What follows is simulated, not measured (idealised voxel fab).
Presented below is a process module, voxel released beams.
Shown is cross-section cut, with a width of 160 nm and square cells of size 5 nm.
Cross-section, as written here: a square-cell grid given band by band from the top down, where a band holds one or more rows of cells.
This entry defines a band. It first specifies the height of the band's top and the height of its bottom in nm, and then specifies the band's materials from left to right, stating each material with its width in nm. The word "everywhere" identifies a single material that fills the band from edge to edge, while the word "blank" identifies empty space.
Heights are reckoned from 0. Under this level, the received wafer is all of one material. The bottommost band is open-ended downward, for example "z 0 and below".
Per-row width for "30 to 40": begins at first number (top row of band), ends at second number (bottom row), increment between rows held constant.
"left unchanged" for a step: no cell of the cross-section changed in that step.
Empty spaces counting at least 8 cells and having no open way to the top are listed in "Cavities, closed". The notation width x height at distance is used for each, the distance being from the left edge and all three values in nm.
On a step's line, text after the settings is the simulator commenting on that step.
What "overlay nm" on a step's line means: if the step has a mask, that mask lay this far to the right of its planned place, or, when the value is negative, to the left.
Plan:
1,RECEIVE [material Si]
2,CONFORMAL_DEP [material Al2O3] [thk nm 10]
3,DIRECTIONAL_DEP [material SiO2] [thk nm 20]
4,PATTERN [tone open] [mask id ANCHOR] [material resist] [width nm 30] [thk nm 15] [overlay nm 0]
5,DIRECTIONAL_ETCH [etch materials SiO2] [depth nm 20]
6,STRIP [etch materials resist]
7,CONFORMAL_DEP [material SiN] [thk nm 10]
8,PATTERN [tone cover] [mask id BEAM] [material resist] [width nm 115] [thk nm 20] [overlay nm 0]
9,DIRECTIONAL_ETCH [etch materials SiN] [depth nm 10]
10,STRIP [etch materials resist]
11,STRIP [etch materials SiO2]
Wafer as received: cross-section following step 1:
z 0 and below: Si everywhere
Cavities, closed: none
Looking at the first of two wafers in cross-section at end of module - ran to plan:
z 40 to 30: blank 20 nm / SiN 15 nm / blank 10 nm / SiN 90 nm / blank 25 nm
z 30 to 20: blank 25 nm / SiN 10 nm / blank 10 nm / SiN 10 nm / blank 105 nm
z 20 to 10: blank 25 nm / SiN 30 nm / blank 105 nm
z 10 to 0: Al2O3 everywhere
z 0 and below: Si everywhere
Cavities, closed: none
This cross-section belongs to the second wafer of two at the end of the module; the start and the plan were shared with the first, and the run included one mistake:
z 40 to 30: blank 20 nm / SiN 10 nm / blank 10 nm / SiN 95 nm / blank 25 nm
z 30 to 20: blank 20 nm / SiN 10 nm / blank 10 nm / SiN 10 nm / blank 110 nm
z 20 to 10: blank 20 nm / SiN 30 nm / blank 110 nm
z 10 to 0: Al2O3 everywhere
z 0 and below: Si everywhere
Cavities, closed: none
So what did we get wrong on this run? the process deviated at step 4: the operation and settings actually run there were PATTERN [tone open] [mask id ANCHOR] [material resist] [width nm 30] [thk nm 15] [overlay nm -5]
By the end, you'd get the same cell count for each material on either wafer, but the second wafer puts them somewhere else.
